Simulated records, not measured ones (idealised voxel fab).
Presented below is a process module, voxel self aligned contacts.
230 nm wide, 5 nm square cells: that's cross-section cut.
When this document writes out a cross-section, it uses a grid of square cells and lists it as bands, beginning at the top and moving down, with a band standing for one or more rows of cells. Heads up on the band format: heights come first, top then bottom, in nm. After that it's the materials left to right, each with its width in nm. A single material flagged "all across" fills the whole band edge to edge, and "blank" means there's empty space there. For the purposes of this specification, 0 denotes the height below which the wafer in its as-received condition is composed wholly of one material, and the lowermost band, lacking a lower limit, extends downward without end, as expressed in "top 0, no bottom". It should be noted that a width expressed as "30->40" varies in equal increments from row to row of cells within the band, taking the value of the first number at the top row and that of the second number at the bottom row. When a step is marked "no alteration", none of the cells in the cross-section changed during that step. "Sealed void listing": sealed empty spaces, 8 cells or more, no open way to top, listed width x height at distance, with distance from the left edge and width, height and distance in nm. Past the settings on a step's line: simulator remark, on that step. overlay nm: step with mask; distance mask lay right of planned place; negative value = left of planned place.

Intended process steps
1. op RECEIVE | material Si
2. op CONFORMAL_DEP | material SiO2 | thk nm 5
3. op DIRECTIONAL_DEP | material polySi | thk nm 30
4. op DIRECTIONAL_DEP | material SiN | thk nm 20
5. op PATTERN | tone cover | mask id GATE | material resist | width nm 35 | pitch nm 60 | thk nm 15 | overlay nm 0
6. op DIRECTIONAL_ETCH | etch materials SiN | depth nm 20
7. op DIRECTIONAL_ETCH | etch materials polySi | depth nm 30
8. op STRIP | etch materials resist
9. op CONFORMAL_DEP | material SiN | thk nm 5
10. op DIRECTIONAL_ETCH | etch materials SiN | depth nm 5
11. op FILL_DEP | material SiO2 | thk nm 20
12. op CMP | height nm 65
13. op PATTERN | tone open | mask id CONTACT | material resist | width nm 35 | thk nm 15 | overlay nm 0
14. op DIRECTIONAL_ETCH | etch materials SiO2 | depth nm 65
15. op STRIP | etch materials resist
16. op CONFORMAL_DEP | material TiN | thk nm 5
17. op FILL_DEP | material Ru | thk nm 10
18. op CMP | height nm 65
19. op CONFORMAL_DEP | material SiCN | thk nm 5

Incoming wafer in cross-section (state: after step 1)
> top 0, no bottom = Si all across
> Sealed void listing: none

Here's the wafer cut in cross-section after the module, started and planned just like above, except one thing was done wrong in the run
> top 70, bottom 65 = SiCN all across
> top 65, bottom 60 = SiO2: 95, then TiN: 5, then Ru: 25, then TiN: 5, then SiO2: 100
> top 60, bottom 55 = SiO2: 95, then TiN: 35, then SiO2: 100
> top 55, bottom 35 = SiO2: 55, then SiN: 55, then TiN: 5, then SiN: 55, then SiO2: 60
> top 35, bottom 5 = SiO2: 55, then SiN: 5, then polySi: 45, then SiN: 5, then TiN: 5, then SiN: 5, then polySi: 45, then SiN: 5, then SiO2: 60
> top 5, bottom 0 = SiO2: 110, then TiN: 5, then SiO2: 115
> top 0, no bottom = Si all across
> Sealed void listing: none
Want to know what went wrong? note that step 5 departed from the planned setting and was carried out as op PATTERN | tone cover | mask id GATE | material resist | width nm 45 | pitch nm 60 | thk nm 15 | overlay nm 0
